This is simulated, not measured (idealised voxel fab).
The following process module bears the name voxel self aligned contacts.
Section cut is 170 nm wide and gridded with 5 nm square cells.
A cross-section in this document is a grid of square cells, and it is written down as bands, the top band listed before the ones below it; a band is made up of one or more rows of cells.
First you get the band's top height and its bottom height, in nm, and then the materials it's made of, left to right, with each width in nm. If you see a single material with "all across", that one covers the band edge to edge. "blank" is empty space.
Convention: height 0 is the level below which the wafer, as received, is all one material. The lowest band does not terminate at the bottom but continues downward, represented as "top 0, no bottom".
Graded width ("30..40"): value in top row of band = first number; value in bottom row = second number; row-to-row change constant.
Given "no change" for a step, no cell of the cross-section differs between before and after that step.
For the entry "Closed-off voids", the listed items are empty spaces with no open way to the top whose size is 8 cells or more; each item follows the pattern width x height at distance, where distance is from the left edge and all three are in nm.
Whatever follows a step's settings on its line is a remark the simulator itself makes about that step.
Steps that use a mask can have "overlay nm" on their line. It says how far the mask sat to the right of where it was meant to be. Negative means to the left.
SO HERE'S THE LINEUP OF PROCESS STEPS WE PLANNED
step 1: RECEIVE,material Si
step 2: CONFORMAL_DEP,material SiO2,thk nm 5
step 3: DIRECTIONAL_DEP,material polySi,thk nm 30
step 4: DIRECTIONAL_DEP,material SiN,thk nm 20
step 5: DIRECTIONAL_DEP,material aC,thk nm 10
step 6: PATTERN,tone cover,mask id GATE,material resist,width nm 30,pitch nm 60,thk nm 25,overlay nm 0
step 7: DIRECTIONAL_ETCH,etch materials aC,depth nm 10
step 8: STRIP,etch materials resist
step 9: DIRECTIONAL_ETCH,etch materials SiN,depth nm 20
step 10: DIRECTIONAL_ETCH,etch materials polySi,depth nm 30
step 11: STRIP,etch materials aC
step 12: CONFORMAL_DEP,material SiN,thk nm 5
step 13: DIRECTIONAL_ETCH,etch materials SiN,depth nm 5
step 14: FILL_DEP,material SiO2,thk nm 10
step 15: CMP,height nm 60
step 16: PATTERN,tone open,mask id CONTACT,material resist,width nm 40,thk nm 15,overlay nm 0
step 17: DIRECTIONAL_ETCH,etch materials SiO2,depth nm 60
step 18: STRIP,etch materials resist
step 19: CONFORMAL_DEP,material TiN,thk nm 5
step 20: FILL_DEP,material W,thk nm 5
step 21: CMP,height nm 60
step 22: CONFORMAL_DEP,material SiN,thk nm 5
WAFER, FIRST OF TWO, RUN AS PLANNED
SHOWN IN CROSS-SECTION IS THE WAFER AS RECEIVED, THAT IS, AS IT STANDS AFTER STEP 1
top 0, no bottom  Si all across
Closed-off voids: none
STATE OF THE WAFER AFTER STEP 2, SHOWN IN CROSS-SECTION
top 5, bottom 0  SiO2 all across
Under 0: no change, same as before.
STATE OF THE WAFER AFTER STEP 3, SHOWN IN CROSS-SECTION
top 35, bottom 5  polySi all across
Under 5: no change, same as before.
STATE OF THE WAFER AFTER STEP 4, SHOWN IN CROSS-SECTION
top 55, bottom 35  SiN all across
Under 35: no change, same as before.
STATE OF THE WAFER AFTER STEP 5, SHOWN IN CROSS-SECTION
top 65, bottom 55  aC all across
Under 55: no change, same as before.
STATE OF THE WAFER AFTER STEP 6, SHOWN IN CROSS-SECTION
top 90, bottom 65  40 nm blank / 30 nm resist / 30 nm blank / 30 nm resist / 40 nm blank
Under 65: no change, same as before.
STATE OF THE WAFER AFTER STEP 7, SHOWN IN CROSS-SECTION
top 80, bottom 65  40 nm blank / 30 nm resist / 30 nm blank / 30 nm resist / 40 nm blank
top 65, bottom 55  40 nm blank / 30 nm aC / 30 nm blank / 30 nm aC / 40 nm blank
Under 55: no change, same as before.
STATE OF THE WAFER AFTER STEP 8, SHOWN IN CROSS-SECTION
top 65, bottom 55  40 nm blank / 30 nm aC / 30 nm blank / 30 nm aC / 40 nm blank
Under 55: no change, same as before.
STATE OF THE WAFER AFTER STEP 9, SHOWN IN CROSS-SECTION
top 65, bottom 55  40 nm blank / 30 nm aC / 30 nm blank / 30 nm aC / 40 nm blank
top 55, bottom 35  40 nm blank / 30 nm SiN / 30 nm blank / 30 nm SiN / 40 nm blank
Under 35: no change, same as before.
STATE OF THE WAFER AFTER STEP 10, SHOWN IN CROSS-SECTION
top 65, bottom 55  40 nm blank / 30 nm aC / 30 nm blank / 30 nm aC / 40 nm blank
top 55, bottom 35  40 nm blank / 30 nm SiN / 30 nm blank / 30 nm SiN / 40 nm blank
top 35, bottom 5  40 nm blank / 30 nm polySi / 30 nm blank / 30 nm polySi / 40 nm blank
Under 5: no change, same as before.
STATE OF THE WAFER AFTER STEP 11, SHOWN IN CROSS-SECTION
top 55, bottom 35  40 nm blank / 30 nm SiN / 30 nm blank / 30 nm SiN / 40 nm blank
Under 35: no change, same as before.
STATE OF THE WAFER AFTER STEP 12, SHOWN IN CROSS-SECTION
top 60, bottom 35  35 nm blank / 40 nm SiN / 20 nm blank / 40 nm SiN / 35 nm blank
top 35, bottom 10  35 nm blank / 5 nm SiN / 30 nm polySi / 5 nm SiN / 20 nm blank / 5 nm SiN / 30 nm polySi / 5 nm SiN / 35 nm blank
top 10, bottom 5  40 nm SiN / 30 nm polySi / 30 nm SiN / 30 nm polySi / 40 nm SiN
Under 5: no change, same as before.
STATE OF THE WAFER AFTER STEP 13, SHOWN IN CROSS-SECTION
top 55, bottom 35  35 nm blank / 40 nm SiN / 20 nm blank / 40 nm SiN / 35 nm blank
top 35, bottom 5  35 nm blank / 5 nm SiN / 30 nm polySi / 5 nm SiN / 20 nm blank / 5 nm SiN / 30 nm polySi / 5 nm SiN / 35 nm blank
Under 5: no change, same as before.
STATE OF THE WAFER AFTER STEP 14, SHOWN IN CROSS-SECTION
top 65, bottom 55  SiO2 all across
top 55, bottom 35  35 nm SiO2 / 40 nm SiN / 20 nm SiO2 / 40 nm SiN / 35 nm SiO2
top 35, bottom 5  35 nm SiO2 / 5 nm SiN / 30 nm polySi / 5 nm SiN / 20 nm SiO2 / 5 nm SiN / 30 nm polySi / 5 nm SiN / 35 nm SiO2
Under 5: no change, same as before.
STATE OF THE WAFER AFTER STEP 15, SHOWN IN CROSS-SECTION
top 60, bottom 55  SiO2 all across
Under 55: no change, same as before.
STATE OF THE WAFER AFTER STEP 16, SHOWN IN CROSS-SECTION
top 75, bottom 60  65 nm resist / 40 nm blank / 65 nm resist
Under 60: no change, same as before.
STATE OF THE WAFER AFTER STEP 17, SHOWN IN CROSS-SECTION
top 75, bottom 60  65 nm resist / 40 nm blank / 65 nm resist
top 60, bottom 55  65 nm SiO2 / 40 nm blank / 65 nm SiO2
top 55, bottom 35  35 nm SiO2 / 40 nm SiN / 20 nm blank / 40 nm SiN / 35 nm SiO2
top 35, bottom 5  35 nm SiO2 / 5 nm SiN / 30 nm polySi / 5 nm SiN / 20 nm blank / 5 nm SiN / 30 nm polySi / 5 nm SiN / 35 nm SiO2
top 5, bottom 0  75 nm SiO2 / 20 nm blank / 75 nm SiO2
Under 0: no change, same as before.
STATE OF THE WAFER AFTER STEP 18, SHOWN IN CROSS-SECTION
top 60, bottom 55  65 nm SiO2 / 40 nm blank / 65 nm SiO2
Under 55: no change, same as before.
STATE OF THE WAFER AFTER STEP 19, SHOWN IN CROSS-SECTION
top 65, bottom 60  70 nm TiN / 30 nm blank / 70 nm TiN
top 60, bottom 55  65 nm SiO2 / 15 nm TiN / 10 nm blank / 15 nm TiN / 65 nm SiO2
top 55, bottom 35  35 nm SiO2 / 40 nm SiN / 5 nm TiN / 10 nm blank / 5 nm TiN / 40 nm SiN / 35 nm SiO2
top 35, bottom 5  35 nm SiO2 / 5 nm SiN / 30 nm polySi / 5 nm SiN / 5 nm TiN / 10 nm blank / 5 nm TiN / 5 nm SiN / 30 nm polySi / 5 nm SiN / 35 nm SiO2
top 5, bottom 0  75 nm SiO2 / 20 nm TiN / 75 nm SiO2
Under 0: no change, same as before.
STATE OF THE WAFER AFTER STEP 20, SHOWN IN CROSS-SECTION
top 70, bottom 65  W all across
top 65, bottom 60  70 nm TiN / 30 nm W / 70 nm TiN
top 60, bottom 55  65 nm SiO2 / 15 nm TiN / 10 nm W / 15 nm TiN / 65 nm SiO2
top 55, bottom 35  35 nm SiO2 / 40 nm SiN / 5 nm TiN / 10 nm W / 5 nm TiN / 40 nm SiN / 35 nm SiO2
top 35, bottom 5  35 nm SiO2 / 5 nm SiN / 30 nm polySi / 5 nm SiN / 5 nm TiN / 10 nm W / 5 nm TiN / 5 nm SiN / 30 nm polySi / 5 nm SiN / 35 nm SiO2
Under 5: no change, same as before.
STATE OF THE WAFER AFTER STEP 21, SHOWN IN CROSS-SECTION
top 60, bottom 55  65 nm SiO2 / 15 nm TiN / 10 nm W / 15 nm TiN / 65 nm SiO2
Under 55: no change, same as before.
STATE OF THE WAFER AFTER STEP 22, SHOWN IN CROSS-SECTION
top 65, bottom 60  SiN all across
Under 60: no change, same as before.
REGARDING THE SECOND OF THE TWO WAFERS: IT SHARED THE FIRST WAFER'S STARTING CONDITION AND PROCESS PLAN, YET ONE ERROR OCCURRED DURING ITS EXECUTION. ITS HISTORY COINCIDES WITH THAT OF THE FIRST WAFER UP TO AND INCLUDING STEP 11
PLANNED END OF STEP 12: SECOND WAFER, CROSS-SECTION
top 50, bottom 35  40 nm blank / 30 nm SiN / 30 nm blank / 30 nm SiN / 40 nm blank
Under 35: no change, same as before.
PLANNED END OF STEP 13: SECOND WAFER, CROSS-SECTION
top 55, bottom 35  35 nm blank / 40 nm SiN / 20 nm blank / 40 nm SiN / 35 nm blank
top 35, bottom 10  35 nm blank / 5 nm SiN / 30 nm polySi / 5 nm SiN / 20 nm blank / 5 nm SiN / 30 nm polySi / 5 nm SiN / 35 nm blank
top 10, bottom 5  40 nm SiN / 30 nm polySi / 30 nm SiN / 30 nm polySi / 40 nm SiN
Under 5: no change, same as before.
PLANNED END OF STEP 14: SECOND WAFER, CROSS-SECTION
top 65, bottom 55  SiO2 all across
top 55, bottom 35  35 nm SiO2 / 40 nm SiN / 20 nm SiO2 / 40 nm SiN / 35 nm SiO2
top 35, bottom 10  35 nm SiO2 / 5 nm SiN / 30 nm polySi / 5 nm SiN / 20 nm SiO2 / 5 nm SiN / 30 nm polySi / 5 nm SiN / 35 nm SiO2
Under 10: no change, same as before.
PLANNED END OF STEP 15: SECOND WAFER, CROSS-SECTION
top 60, bottom 55  SiO2 all across
Under 55: no change, same as before.
PLANNED END OF STEP 16: SECOND WAFER, CROSS-SECTION
top 75, bottom 60  65 nm resist / 40 nm blank / 65 nm resist
Under 60: no change, same as before.
PLANNED END OF STEP 17: SECOND WAFER, CROSS-SECTION
top 75, bottom 60  65 nm resist / 40 nm blank / 65 nm resist
top 60, bottom 55  65 nm SiO2 / 40 nm blank / 65 nm SiO2
top 55, bottom 35  35 nm SiO2 / 40 nm SiN / 20 nm blank / 40 nm SiN / 35 nm SiO2
top 35, bottom 10  35 nm SiO2 / 5 nm SiN / 30 nm polySi / 5 nm SiN / 20 nm blank / 5 nm SiN / 30 nm polySi / 5 nm SiN / 35 nm SiO2
Under 10: no change, same as before.
PLANNED END OF STEP 18: SECOND WAFER, CROSS-SECTION
top 60, bottom 55  65 nm SiO2 / 40 nm blank / 65 nm SiO2
Under 55: no change, same as before.
PLANNED END OF STEP 19: SECOND WAFER, CROSS-SECTION
top 65, bottom 60  70 nm TiN / 30 nm blank / 70 nm TiN
top 60, bottom 55  65 nm SiO2 / 15 nm TiN / 10 nm blank / 15 nm TiN / 65 nm SiO2
top 55, bottom 35  35 nm SiO2 / 40 nm SiN / 5 nm TiN / 10 nm blank / 5 nm TiN / 40 nm SiN / 35 nm SiO2
top 35, bottom 15  35 nm SiO2 / 5 nm SiN / 30 nm polySi / 5 nm SiN / 5 nm TiN / 10 nm blank / 5 nm TiN / 5 nm SiN / 30 nm polySi / 5 nm SiN / 35 nm SiO2
top 15, bottom 10  35 nm SiO2 / 5 nm SiN / 30 nm polySi / 5 nm SiN / 20 nm TiN / 5 nm SiN / 30 nm polySi / 5 nm SiN / 35 nm SiO2
Under 10: no change, same as before.
PLANNED END OF STEP 20: SECOND WAFER, CROSS-SECTION
top 70, bottom 65  W all across
top 65, bottom 60  70 nm TiN / 30 nm W / 70 nm TiN
top 60, bottom 55  65 nm SiO2 / 15 nm TiN / 10 nm W / 15 nm TiN / 65 nm SiO2
top 55, bottom 35  35 nm SiO2 / 40 nm SiN / 5 nm TiN / 10 nm W / 5 nm TiN / 40 nm SiN / 35 nm SiO2
top 35, bottom 15  35 nm SiO2 / 5 nm SiN / 30 nm polySi / 5 nm SiN / 5 nm TiN / 10 nm W / 5 nm TiN / 5 nm SiN / 30 nm polySi / 5 nm SiN / 35 nm SiO2
Under 15: no change, same as before.
PLANNED END OF STEP 21: SECOND WAFER, CROSS-SECTION
top 60, bottom 55  65 nm SiO2 / 15 nm TiN / 10 nm W / 15 nm TiN / 65 nm SiO2
Under 55: no change, same as before.
PLANNED END OF STEP 22: SECOND WAFER, CROSS-SECTION
top 65, bottom 60  SiN all across
Under 60: no change, same as before.
what went wrong: the run placed steps 12 and 13 each in the position the plan gave to the other
at the end the second wafer has, in cells: SiN: 18 more; SiO2: 10 fewer; TiN: 4 fewer; W: 4 fewer
